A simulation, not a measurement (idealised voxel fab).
Process module in this document: voxel capacitor over wiring
Each square cell in cross-section cut measures 5 nm, and the section as a whole is 255 nm wide.
The cross-sections in this document take the form of a grid made of square cells. They are written out as bands, in order from top to bottom. Each band consists of one or more rows of cells.
Per band: top height and bottom height in nm, followed by the left-to-right materials and their widths in nm; "everywhere" marks a single material spanning edge to edge, "air" marks empty space.
Height 0 is the level under which the wafer as received is all one material. The lowest band goes on downwards, as in "0 and below".
So if you see something like "30->40" for the width, read it as the top row of the band sitting at the first number and the bottom row at the second, with every row in between moving by the same amount as the last.
"no modifications" (step): cross-section cells unchanged, all of them.
"Closed internal voids": sealed empty spaces, 8 cells or more, no open way to top, listed width x height at distance, with distance from the left edge and width, height and distance in nm.
Past the settings on a step's line: simulator remark, on that step.
On any step carrying a mask, the "overlay nm" setting, if present on the step's line, tells how far right of its planned place the mask lay; negative values point to the left.
PROCESS STEPS - PLAN
step 1: RECEIVE | material Si
step 2: CONFORMAL_DEP | material SiO2 | thk nm 15
step 3: DIRECTIONAL_DEP | material TiN | thk nm 5
step 4: DIRECTIONAL_DEP | material Ru | thk nm 25
step 5: MASKED_ETCH | tone cover | mask id METAL_1 | width nm 20 | pitch nm 85 | etch materials Ru | depth nm 25 | overlay nm 0
step 6: MASKED_ETCH | tone cover | mask id METAL_1 | width nm 20 | pitch nm 85 | etch materials TiN | depth nm 5 | overlay nm 0
step 7: FILL_DEP | material SiO2 | thk nm 10
step 8: CMP | height nm 45
step 9: CONFORMAL_DEP | material SiCN | thk nm 5
step 10: DIRECTIONAL_DEP | material SiO2 | thk nm 20
step 11: DIRECTIONAL_DEP | material aC | thk nm 10
step 12: PATTERN | tone open | mask id PLUG_1 | material resist | width nm 15 | thk nm 30 | overlay nm 0
step 13: DIRECTIONAL_ETCH | etch materials aC | depth nm 10
step 14: STRIP | etch materials resist
step 15: DIRECTIONAL_ETCH | etch materials SiO2 | depth nm 20
step 16: DIRECTIONAL_ETCH | etch materials SiCN | depth nm 5
step 17: STRIP | etch materials aC
step 18: EPI | material Ru | thk nm 10
step 19: EPI | material Ru | thk nm 10
step 20: EPI | material Ru | thk nm 5
step 21: DIRECTIONAL_DEP | material TiN | thk nm 5
step 22: DIRECTIONAL_DEP | material HfO2 | thk nm 5
step 23: DIRECTIONAL_DEP | material TiN | thk nm 5
step 24: MASKED_ETCH | tone cover | mask id UPPER_PLATE | width nm 70 | etch materials TiN | depth nm 5 | overlay nm 0
step 25: MASKED_ETCH | tone cover | mask id UPPER_PLATE | width nm 70 | etch materials HfO2 | depth nm 5 | overlay nm 0
step 26: MASKED_ETCH | tone cover | mask id LOWER_PLATE | width nm 80 | etch materials TiN | depth nm 5 | overlay nm 0
step 27: FILL_DEP | material SiO2 | thk nm 15
step 28: CMP | height nm 95
step 29: PATTERN | tone open | mask id PLUG_2 | material resist | width nm 15 | thk nm 15 | overlay nm 0
step 30: DIRECTIONAL_ETCH | etch materials SiO2 | depth nm 10
step 31: STRIP | etch materials resist
step 32: CONFORMAL_DEP | material TiN | thk nm 5
step 33: FILL_DEP | material Ru | thk nm 10
step 34: CMP | height nm 95
step 35: CONFORMAL_DEP | material SiCN | thk nm 5
RECEIVED-STATE CROSS-SECTION, REFLECTING COMPLETION OF STEP 1
> 0 and below: Si everywhere
> Closed internal voids: none
CROSS-SECTIONAL RESULT AFTER MODULE COMPLETION. NOTE: STARTING CONDITION AND PLAN ARE UNCHANGED FROM ABOVE; ONE PROCESSING MISTAKE WAS MADE
> 100 down to 95: SiCN everywhere
> 95 down to 90: 90 SiO2; 5 TiN; 5 Ru; 5 TiN; 150 SiO2
> 90 down to 80: 90->80 SiO2; 15->70 TiN; 150->105 SiO2
> 80 down to 75: 80 SiO2; 70 HfO2; 105 SiO2
> 75 down to 70: 75 SiO2; 80 TiN; 100 SiO2
> 70 down to 50: 80 SiO2; 15 Ru; 160 SiO2
> 50 down to 45: 80 SiCN; 15 Ru; 160 SiCN
> 45 down to 20: 70 SiO2; 30 Ru; 55 SiO2; 30 Ru; 70 SiO2
> 20 down to 15: 70 SiO2; 30 TiN; 55 SiO2; 30 TiN; 70 SiO2
> 15 down to 0: SiO2 everywhere
> 0 and below: Si everywhere
> Closed internal voids: none
Want to know what went wrong? step 5 was not run as planned; what actually ran was MASKED_ETCH | tone cover | mask id METAL_1 | width nm 30 | pitch nm 85 | etch materials Ru | depth nm 25 | overlay nm 0
